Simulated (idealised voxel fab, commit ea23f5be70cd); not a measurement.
Process module, titled voxel released beams
The figure presents cross-section cut, which has a width of 205 nm and is divided into square cells with an edge length of 5 nm.
Cross-section format: a grid of square cells, given as bands from top to bottom; each band is one or more rows of cells.
Heights first: top, then bottom, in nm. Then materials, left to right, each with a width in nm. "throughout" on a single material: fills the band edge to edge. "air": empty space.
Height datum 0, below which the as-received substrate wafer is one material. Lowest band open at the bottom, running downward: "0 and below".
Top row gets the first number, bottom row gets the second, and each row in between changes by the same step: that is how a band width like "30 to 40" works.
Given "no alterations made" for a step, no cell of the cross-section differs between before and after that step.
"Non-vented voids" means: voids of 8 cells or more that are shut off from the top with no open way through. Written width x height at distance, distance from the left edge, in nm.
On each step's line, the part that comes after the settings is the simulator's own comment on the step.
overlay nm: for a step with a mask, the amount by which the mask lay right of where it was planned; a negative amount means left of it.

## Here's what the planned process steps look like
- 1: RECEIVE with material Si
- 2: CONFORMAL_DEP with material SiN, thk nm 10
- 3: DIRECTIONAL_DEP with material SiO2, thk nm 20
- 4: MASKED_ETCH with tone open, mask id ANCHOR, width nm 30, etch materials SiO2, depth nm 20, overlay nm 0
- 5: CONFORMAL_DEP with material W, thk nm 10
- 6: MASKED_ETCH with tone cover, mask id BEAM, width nm 85, etch materials W, depth nm 10, overlay nm 0
- 7: STRIP with etch materials SiO2

## Shown in cross-section is the wafer as received, that is, as it stands after step 1
    0 and below = Si throughout
    Non-vented voids: none

## The plan above was carried out on the starting structure above with one mistake, and this cross-section shows the wafer at the end of the module
    20 down to 10 = air=55 / W=85 / air=65
    10 down to 0 = SiN throughout
    0 and below = Si throughout
    Non-vented voids: none
What broke from the plan during processing? the plan's step 3 went unexecuted, having been skipped
